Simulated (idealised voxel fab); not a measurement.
Module name: voxel transistor to metal (process module)
Section shown: cut. Width: 215 nm. Cell size: 5 nm, square.
Cross-section format: a grid of square cells, given as bands from top to bottom; each band is one or more rows of cells.
Look at the band entry: it leads with the top's height and the bottom's height in nm. Then it lists the materials left to right, with a width in nm for each. The word "full width" on a single material says that material fills the band edge to edge. The word "blank" is empty space.
Measure heights from 0. That's the level where, below it, the as-received wafer is all one material. The lowest band is bottomless and extends downward; write it as in "0..down".
Width: "30 to 40" (first number = top row, second number = bottom row, same change from row to row of cells).
Basically "remains unaltered" means that step didn't change any cell in the cross-section.
The entry titled "Unvented voids" provides the empty spaces that have no open way to the top, restricted to those of 8 cells or more. Each is presented as width x height at distance, the distance being measured from the left edge, with all three in nm.
The remark found on a step's line after its settings is issued by the simulator itself and pertains to that step.
"overlay nm" denotes, for a step that has a mask, the displacement of the mask to the right of its planned place, with negative values corresponding to the left.
Process steps (planned):
| 1 | op RECEIVE | material Si |
| 2 | op OXIDIZE | depth nm 5 |
| 3 | op CONFORMAL_DEP | material SiN | thk nm 10 |
| 4 | op DIRECTIONAL_DEP | material aC | thk nm 10 |
| 5 | op PATTERN | tone cover | mask id ACTIVE | material resist | width nm 110 | thk nm 25 | overlay nm 0 |
| 6 | op DIRECTIONAL_ETCH | etch materials aC | depth nm 10 |
| 7 | op STRIP | etch materials resist |
| 8 | op DIRECTIONAL_ETCH | etch materials SiN | depth nm 10 |
| 9 | op DIRECTIONAL_ETCH | etch materials SiO2 | depth nm 5 |
| 10 | op DIRECTIONAL_ETCH | etch materials Si | depth nm 35 |
| 11 | op STRIP | etch materials aC |
| 12 | op OXIDIZE | depth nm 5 |
| 13 | op FILL_DEP | material SiO2 | thk nm 10 |
| 14 | op CMP | height nm 10 |
| 15 | op SELECTIVE_ETCH | etch materials SiO2 | depth nm 10 |
| 16 | op STRIP | etch materials SiN |
| 17 | op SELECTIVE_ETCH | etch materials SiO2 | depth nm 5 |
| 18 | op OXIDIZE | depth nm 5 |
| 19 | op DIRECTIONAL_DEP | material polySi | thk nm 25 |
| 20 | op DIRECTIONAL_DEP | material SiCN | thk nm 10 |
| 21 | op MASKED_ETCH | tone cover | mask id GATE | width nm 30 | etch materials SiCN | depth nm 20 | overlay nm 0 |
| 22 | op MASKED_ETCH | tone cover | mask id GATE | width nm 30 | etch materials polySi | depth nm 35 | overlay nm 0 |
| 23 | op CONFORMAL_DEP | material SiO2 | thk nm 5 |
| 24 | op DIRECTIONAL_ETCH | etch materials SiO2 | depth nm 5 |
| 25 | op CONFORMAL_DEP | material SiN | thk nm 5 |
| 26 | op DIRECTIONAL_ETCH | etch materials SiN | depth nm 5 |
| 27 | op DIRECTIONAL_ETCH | etch materials SiO2 | depth nm 5 |
| 28 | op DIRECTIONAL_ETCH | etch materials Si | depth nm 15 |
| 29 | op EPI | material SiGe | thk nm 20 |
| 30 | op FILL_DEP | material SiO2 | thk nm 5 |
| 31 | op CMP | height nm 20 |
| 32 | op STRIP | etch materials polySi |
| 33 | op SELECTIVE_ETCH | etch materials SiO2 | depth nm 5 |
| 34 | op CONFORMAL_DEP | material HfO2 | thk nm 5 |
| 35 | op CONFORMAL_DEP | material TiN | thk nm 5 |
| 36 | op FILL_DEP | material W | thk nm 10 |
| 37 | op CMP | height nm 15 |
| 38 | op DIRECTIONAL_DEP | material SiO2 | thk nm 10 |
| 39 | op PATTERN | tone open | mask id CONTACT | material resist | width nm 15 | pitch nm 75 | thk nm 15 | overlay nm 0 |
| 40 | op DIRECTIONAL_ETCH | etch materials SiO2 | depth nm 15 |
| 41 | op STRIP | etch materials resist |
| 42 | op CONFORMAL_DEP | material TiN | thk nm 5 |
| 43 | op FILL_DEP | material W | thk nm 10 |
| 44 | op CMP | height nm 25 |
| 45 | op CONFORMAL_DEP | material SiCN | thk nm 5 |
| 46 | op DIRECTIONAL_DEP | material lowk | thk nm 25 |
| 47 | op MASKED_ETCH | tone open | mask id METAL_1 | width nm 15 | pitch nm 75 | etch materials lowk | depth nm 25 | overlay nm 0 |
| 48 | op MASKED_ETCH | tone open | mask id METAL_1 | width nm 15 | pitch nm 75 | etch materials SiCN | depth nm 5 | overlay nm 0 |
| 49 | op CONFORMAL_DEP | material TiN | thk nm 5 |
| 50 | op FILL_DEP | material W | thk nm 10 |
| 51 | op CMP | height nm 55 |
| 52 | op CONFORMAL_DEP | material SiCN | thk nm 5 |
The first of the two wafers, which ran as planned:
Wafer as received: cross-section following step 1:
    0..down = Si full width
    Unvented voids: none
Step 2 done - wafer cross-section:
    0..-5 = SiO2 full width
    Under the height -5 nothing was changed.
Step 3 done - wafer cross-section:
    10..0 = SiN full width
    Under the height 0 nothing was changed.
Step 4 done - wafer cross-section:
    20..10 = aC full width
    Under the height 10 nothing was changed.
Step 5 done - wafer cross-section:
    45..20 = blank: 50 | resist: 110 | blank: 55
    Under the height 20 nothing was changed.
Step 6 done - wafer cross-section:
    35..20 = blank: 50 | resist: 110 | blank: 55
    20..10 = blank: 50 | aC: 110 | blank: 55
    Under the height 10 nothing was changed.
Step 7 done - wafer cross-section:
    20..10 = blank: 50 | aC: 110 | blank: 55
    Under the height 10 nothing was changed.
Step 8 done - wafer cross-section:
    20..10 = blank: 50 | aC: 110 | blank: 55
    10..0 = blank: 50 | SiN: 110 | blank: 55
    Under the height 0 nothing was changed.
Step 9 done - wafer cross-section:
    20..10 = blank: 50 | aC: 110 | blank: 55
    10..0 = blank: 50 | SiN: 110 | blank: 55
    0..-5 = blank: 50 | SiO2: 110 | blank: 55
    Under the height -5 nothing was changed.
Step 10 done - wafer cross-section:
    20..10 = blank: 50 | aC: 110 | blank: 55
    10..0 = blank: 50 | SiN: 110 | blank: 55
    0..-5 = blank: 50 | SiO2: 110 | blank: 55
    -5..-40 = blank: 50 | Si: 110 | blank: 55
    Under the height -40 nothing was changed.
Step 11 done - wafer cross-section:
    10..0 = blank: 50 | SiN: 110 | blank: 55
    Under the height 0 nothing was changed.
Step 12 done - wafer cross-section:
    10..0 = blank: 50 | SiN: 110 | blank: 55
    0..-5 = blank: 50 | SiO2: 110 | blank: 55
    -5..-40 = blank: 50 | SiO2: 5 | Si: 100 | SiO2: 5 | blank: 55
    -40..-45 = SiO2: 55 | Si: 100 | SiO2: 60
    Under the height -45 nothing was changed.
Step 13 done - wafer cross-section:
    20..10 = SiO2 full width
    10..0 = SiO2: 50 | SiN: 110 | SiO2: 55
    0..-5 = SiO2 full width
    -5..-45 = SiO2: 55 | Si: 100 | SiO2: 60
    Under the height -45 nothing was changed.
Step 14 done - wafer cross-section:
    10..0 = SiO2: 50 | SiN: 110 | SiO2: 55
    Under the height 0 nothing was changed.
Step 15 done - wafer cross-section:
    10..0 = blank: 50 | SiN: 110 | blank: 55
    Under the height 0 nothing was changed.
Step 16 done - wafer cross-section:
    0..-5 = SiO2 full width
    Under the height -5 nothing was changed.
Step 17 done - wafer cross-section:
    -5..-45 = SiO2: 55 | Si: 100 | SiO2: 60
    Under the height -45 nothing was changed.
Step 18 done - wafer cross-section:
    -5..-10 = SiO2 full width
    Under the height -10 nothing was changed.
Step 19 done - wafer cross-section:
    20..-5 = polySi full width
    Under the height -5 nothing was changed.
Step 20 done - wafer cross-section:
    30..20 = SiCN full width
    Under the height 20 nothing was changed.
Step 21 done - wafer cross-section:
    30..20 = blank: 90 | SiCN: 30 | blank: 95
    Under the height 20 nothing was changed.
Step 22 done - wafer cross-section:
    30..20 = blank: 90 | SiCN: 30 | blank: 95
    20..-5 = blank: 90 | polySi: 30 | blank: 95
    Under the height -5 nothing was changed.
Step 23 done - wafer cross-section:
    35..30 = blank: 85 | SiO2: 40 | blank: 90
    30..20 = blank: 85 | SiO2: 5 | SiCN: 30 | SiO2: 5 | blank: 90
    20..0 = blank: 85 | SiO2: 5 | polySi: 30 | SiO2: 5 | blank: 90
    0..-5 = SiO2: 90 | polySi: 30 | SiO2: 95
    Under the height -5 nothing was changed.
Step 24 done - wafer cross-section:
    30..20 = blank: 85 | SiO2: 5 | SiCN: 30 | SiO2: 5 | blank: 90
    20..-5 = blank: 85 | SiO2: 5 | polySi: 30 | SiO2: 5 | blank: 90
    Under the height -5 nothing was changed.
Step 25 done - wafer cross-section:
    35..30 = blank: 80 | SiN: 50 | blank: 85
    30..20 = blank: 80 | SiN: 5 | SiO2: 5 | SiCN: 30 | SiO2: 5 | SiN: 5 | blank: 85
    20..0 = blank: 80 | SiN: 5 | SiO2: 5 | polySi: 30 | SiO2: 5 | SiN: 5 | blank: 85
    0..-5 = SiN: 85 | SiO2: 5 | polySi: 30 | SiO2: 5 | SiN: 90
    Under the height -5 nothing was changed.
Step 26 done - wafer cross-section:
    30..20 = blank: 80 | SiN: 5 | SiO2: 5 | SiCN: 30 | SiO2: 5 | SiN: 5 | blank: 85
    20..-5 = blank: 80 | SiN: 5 | SiO2: 5 | polySi: 30 | SiO2: 5 | SiN: 5 | blank: 85
    Under the height -5 nothing was changed.
Step 27 done - wafer cross-section:
    30..25 = blank: 80 | SiN: 5 | blank: 5 | SiCN: 30 | blank: 5 | SiN: 5 | blank: 85
    25..20 = blank: 80 | SiN: 5 | SiO2: 5 | SiCN: 30 | SiO2: 5 | SiN: 5 | blank: 85
    20..-5 = blank: 80 | SiN: 5 | SiO2: 5 | polySi: 30 | SiO2: 5 | SiN: 5 | blank: 85
    -5..-10 = blank: 80 | SiO2: 50 | blank: 85
    Under the height -10 nothing was changed.
Step 28 done - wafer cross-section:
    30..25 = blank: 80 | SiN: 5 | blank: 5 | SiCN: 30 | blank: 5 | SiN: 5 | blank: 85
    25..20 = blank: 80 | SiN: 5 | SiO2: 5 | SiCN: 30 | SiO2: 5 | SiN: 5 | blank: 85
    20..-5 = blank: 80 | SiN: 5 | SiO2: 5 | polySi: 30 | SiO2: 5 | SiN: 5 | blank: 85
    -5..-10 = blank: 80 | SiO2: 50 | blank: 85
    -10..-25 = SiO2: 55 | blank: 25 | Si: 50 | blank: 25 | SiO2: 60
    Under the height -25 nothing was changed.
Step 29 done - wafer cross-section:
    30..25 = blank: 80 | SiN: 5 | blank: 5 | SiCN: 30 | blank: 5 | SiN: 5 | blank: 85
    25..20 = blank: 80 | SiN: 5 | SiO2: 5 | SiCN: 30 | SiO2: 5 | SiN: 5 | blank: 85
    20..10 = blank: 80 | SiN: 5 | SiO2: 5 | polySi: 30 | SiO2: 5 | SiN: 5 | blank: 85
    10..-5 = blank: 60 | SiGe: 20 | SiN: 5 | SiO2: 5 | polySi: 30 | SiO2: 5 | SiN: 5 | SiGe: 20 | blank: 65
    -5..-10 = blank: 50 | SiGe: 30 | SiO2: 50 | SiGe: 30 | blank: 55
    -10..-25 = SiO2: 55 | SiGe: 25 | Si: 50 | SiGe: 25 | SiO2: 60
    Under the height -25 nothing was changed.
Step 30 done - wafer cross-section:
    35..30 = SiO2 full width
    30..20 = SiO2: 80 | SiN: 5 | SiO2: 5 | SiCN: 30 | SiO2: 5 | SiN: 5 | SiO2: 85
    20..10 = SiO2: 80 | SiN: 5 | SiO2: 5 | polySi: 30 | SiO2: 5 | SiN: 5 | SiO2: 85
    10..-5 = SiO2: 60 | SiGe: 20 | SiN: 5 | SiO2: 5 | polySi: 30 | SiO2: 5 | SiN: 5 | SiGe: 20 | SiO2: 65
    -5..-10 = SiO2: 50 | SiGe: 30 | SiO2: 50 | SiGe: 30 | SiO2: 55
    Under the height -10 nothing was changed.
Step 31 done - wafer cross-section:
    20..10 = SiO2: 80 | SiN: 5 | SiO2: 5 | polySi: 30 | SiO2: 5 | SiN: 5 | SiO2: 85
    Under the height 10 nothing was changed.
Step 32 done - wafer cross-section:
    20..10 = SiO2: 80 | SiN: 5 | SiO2: 5 | blank: 30 | SiO2: 5 | SiN: 5 | SiO2: 85
    10..-5 = SiO2: 60 | SiGe: 20 | SiN: 5 | SiO2: 5 | blank: 30 | SiO2: 5 | SiN: 5 | SiGe: 20 | SiO2: 65
    Under the height -5 nothing was changed.
Step 33 done - wafer cross-section:
    20..15 = blank: 80 | SiN: 5 | blank: 40 | SiN: 5 | blank: 85
    15..10 = SiO2: 80 | SiN: 5 | blank: 40 | SiN: 5 | SiO2: 85
    10..-5 = SiO2: 60 | SiGe: 20 | SiN: 5 | blank: 40 | SiN: 5 | SiGe: 20 | SiO2: 65
    -5..-10 = SiO2: 50 | SiGe: 30 | SiO2: 5 | blank: 40 | SiO2: 5 | SiGe: 30 | SiO2: 55
    Under the height -10 nothing was changed.
Step 34 done - wafer cross-section:
    25..20 = blank: 75 | HfO2: 15 | blank: 30 | HfO2: 15 | blank: 80
    20..15 = HfO2: 80 | SiN: 5 | HfO2: 5 | blank: 30 | HfO2: 5 | SiN: 5 | HfO2: 85
    15..10 = SiO2: 80 | SiN: 5 | HfO2: 5 | blank: 30 | HfO2: 5 | SiN: 5 | SiO2: 85
    10..-5 = SiO2: 60 | SiGe: 20 | SiN: 5 | HfO2: 5 | blank: 30 | HfO2: 5 | SiN: 5 | SiGe: 20 | SiO2: 65
    -5..-10 = SiO2: 50 | SiGe: 30 | SiO2: 5 | HfO2: 40 | SiO2: 5 | SiGe: 30 | SiO2: 55
    Under the height -10 nothing was changed.
Step 35 done - wafer cross-section:
    30..25 = blank: 70 | TiN: 25 | blank: 20 | TiN: 25 | blank: 75
    25..20 = TiN: 75 | HfO2: 15 | TiN: 5 | blank: 20 | TiN: 5 | HfO2: 15 | TiN: 80
    20..15 = HfO2: 80 | SiN: 5 | HfO2: 5 | TiN: 5 | blank: 20 | TiN: 5 | HfO2: 5 | SiN: 5 | HfO2: 85
    15..10 = SiO2: 80 | SiN: 5 | HfO2: 5 | TiN: 5 | blank: 20 | TiN: 5 | HfO2: 5 | SiN: 5 | SiO2: 85
    10..0 = SiO2: 60 | SiGe: 20 | SiN: 5 | HfO2: 5 | TiN: 5 | blank: 20 | TiN: 5 | HfO2: 5 | SiN: 5 | SiGe: 20 | SiO2: 65
    0..-5 = SiO2: 60 | SiGe: 20 | SiN: 5 | HfO2: 5 | TiN: 30 | HfO2: 5 | SiN: 5 | SiGe: 20 | SiO2: 65
    Under the height -5 nothing was changed.
Step 36 done - wafer cross-section:
    40..30 = W full width
    30..25 = W: 70 | TiN: 25 | W: 20 | TiN: 25 | W: 75
    25..20 = TiN: 75 | HfO2: 15 | TiN: 5 | W: 20 | TiN: 5 | HfO2: 15 | TiN: 80
    20..15 = HfO2: 80 | SiN: 5 | HfO2: 5 | TiN: 5 | W: 20 | TiN: 5 | HfO2: 5 | SiN: 5 | HfO2: 85
    15..10 = SiO2: 80 | SiN: 5 | HfO2: 5 | TiN: 5 | W: 20 | TiN: 5 | HfO2: 5 | SiN: 5 | SiO2: 85
    10..0 = SiO2: 60 | SiGe: 20 | SiN: 5 | HfO2: 5 | TiN: 5 | W: 20 | TiN: 5 | HfO2: 5 | SiN: 5 | SiGe: 20 | SiO2: 65
    Under the height 0 nothing was changed.
Step 37 done - wafer cross-section:
    15..10 = SiO2: 80 | SiN: 5 | HfO2: 5 | TiN: 5 | W: 20 | TiN: 5 | HfO2: 5 | SiN: 5 | SiO2: 85
    Under the height 10 nothing was changed.
Step 38 done - wafer cross-section:
    25..15 = SiO2 full width
    Under the height 15 nothing was changed.
Step 39 done - wafer cross-section:
    40..25 = resist: 60 | blank: 15 | resist: 60 | blank: 15 | resist: 65
    Under the height 25 nothing was changed.
Step 40 done - wafer cross-section:
    40..25 = resist: 60 | blank: 15 | resist: 60 | blank: 15 | resist: 65
    25..15 = SiO2: 60 | blank: 15 | SiO2: 60 | blank: 15 | SiO2: 65
    15..10 = SiO2: 60 | blank: 15 | SiO2: 5 | SiN: 5 | HfO2: 5 | TiN: 5 | W: 20 | TiN: 5 | HfO2: 5 | SiN: 5 | SiO2: 5 | blank: 15 | SiO2: 65
    Under the height 10 nothing was changed.
Step 41 done - wafer cross-section:
    25..15 = SiO2: 60 | blank: 15 | SiO2: 60 | blank: 15 | SiO2: 65
    Under the height 15 nothing was changed.
Step 42 done - wafer cross-section:
    30..25 = TiN: 65 | blank: 5 | TiN: 70 | blank: 5 | TiN: 70
    25..15 = SiO2: 60 | TiN: 5 | blank: 5 | TiN: 5 | SiO2: 60 | TiN: 5 | blank: 5 | TiN: 5 | SiO2: 65
    15..10 = SiO2: 60 | TiN: 15 | SiO2: 5 | SiN: 5 | HfO2: 5 | TiN: 5 | W: 20 | TiN: 5 | HfO2: 5 | SiN: 5 | SiO2: 5 | TiN: 15 | SiO2: 65
    Under the height 10 nothing was changed.
Step 43 done - wafer cross-section:
    40..30 = W full width
    30..25 = TiN: 65 | W: 5 | TiN: 70 | W: 5 | TiN: 70
    25..15 = SiO2: 60 | TiN: 5 | W: 5 | TiN: 5 | SiO2: 60 | TiN: 5 | W: 5 | TiN: 5 | SiO2: 65
    Under the height 15 nothing was changed.
Step 44 done - wafer cross-section:
    25..15 = SiO2: 60 | TiN: 5 | W: 5 | TiN: 5 | SiO2: 60 | TiN: 5 | W: 5 | TiN: 5 | SiO2: 65
    Under the height 15 nothing was changed.
Step 45 done - wafer cross-section:
    30..25 = SiCN full width
    Under the height 25 nothing was changed.
Step 46 done - wafer cross-section:
    55..30 = lowk full width
    Under the height 30 nothing was changed.
Step 47 done - wafer cross-section:
    55..30 = lowk: 60 | blank: 15 | lowk: 60 | blank: 15 | lowk: 65
    Under the height 30 nothing was changed.
Step 48 done - wafer cross-section:
    55..30 = lowk: 60 | blank: 15 | lowk: 60 | blank: 15 | lowk: 65
    30..25 = SiCN: 60 | blank: 15 | SiCN: 60 | blank: 15 | SiCN: 65
    Under the height 25 nothing was changed.
Step 49 done - wafer cross-section:
    60..55 = TiN: 65 | blank: 5 | TiN: 70 | blank: 5 | TiN: 70
    55..30 = lowk: 60 | TiN: 5 | blank: 5 | TiN: 5 | lowk: 60 | TiN: 5 | blank: 5 | TiN: 5 | lowk: 65
    30..25 = SiCN: 60 | TiN: 15 | SiCN: 60 | TiN: 15 | SiCN: 65
    Under the height 25 nothing was changed.
Step 50 done - wafer cross-section:
    70..60 = W full width
    60..55 = TiN: 65 | W: 5 | TiN: 70 | W: 5 | TiN: 70
    55..30 = lowk: 60 | TiN: 5 | W: 5 | TiN: 5 | lowk: 60 | TiN: 5 | W: 5 | TiN: 5 | lowk: 65
    Under the height 30 nothing was changed.
Step 51 done - wafer cross-section:
    55..30 = lowk: 60 | TiN: 5 | W: 5 | TiN: 5 | lowk: 60 | TiN: 5 | W: 5 | TiN: 5 | lowk: 65
    Under the height 30 nothing was changed.
Step 52 done - wafer cross-section:
    60..55 = SiCN full width
    Under the height 55 nothing was changed.
Wafer two. Identical start, identical plan. One mistake in execution. Identical history through step 46:
Second wafer, section view, time point: scheduled end of step 47:
    55..30 = lowk: 50 | blank: 15 | lowk: 60 | blank: 15 | lowk: 75
    Under the height 30 nothing was changed.
Second wafer, section view, time point: scheduled end of step 48:
    55..30 = lowk: 50 | blank: 15 | lowk: 60 | blank: 15 | lowk: 75
    30..25 = SiCN: 60 | blank: 5 | SiCN: 70 | blank: 5 | SiCN: 75
    Under the height 25 nothing was changed.
Second wafer, section view, time point: scheduled end of step 49:
    60..55 = TiN: 55 | blank: 5 | TiN: 70 | blank: 5 | TiN: 80
    55..35 = lowk: 50 | TiN: 5 | blank: 5 | TiN: 5 | lowk: 60 | TiN: 5 | blank: 5 | TiN: 5 | lowk: 75
    35..30 = lowk: 50 | TiN: 15 | lowk: 60 | TiN: 15 | lowk: 75
    30..25 = SiCN: 60 | TiN: 5 | SiCN: 70 | TiN: 5 | SiCN: 75
    Under the height 25 nothing was changed.
Second wafer, section view, time point: scheduled end of step 50:
    70..60 = W full width
    60..55 = TiN: 55 | W: 5 | TiN: 70 | W: 5 | TiN: 80
    55..35 = lowk: 50 | TiN: 5 | W: 5 | TiN: 5 | lowk: 60 | TiN: 5 | W: 5 | TiN: 5 | lowk: 75
    Under the height 35 nothing was changed.
Second wafer, section view, time point: scheduled end of step 51:
    55..35 = lowk: 50 | TiN: 5 | W: 5 | TiN: 5 | lowk: 60 | TiN: 5 | W: 5 | TiN: 5 | lowk: 75
    Under the height 35 nothing was changed.
Second wafer, section view, time point: scheduled end of step 52:
    60..55 = SiCN full width
    Under the height 55 nothing was changed.
Processing error: rather than as planned, step 47 actually ran as op MASKED_ETCH | tone open | mask id METAL_1 | width nm 15 | pitch nm 75 | etch materials lowk | depth nm 25 | overlay nm -10
Wafer comparison, final, in cells, second relative to first, materials more or fewer: +4 SiCN | -2 TiN | -2 W
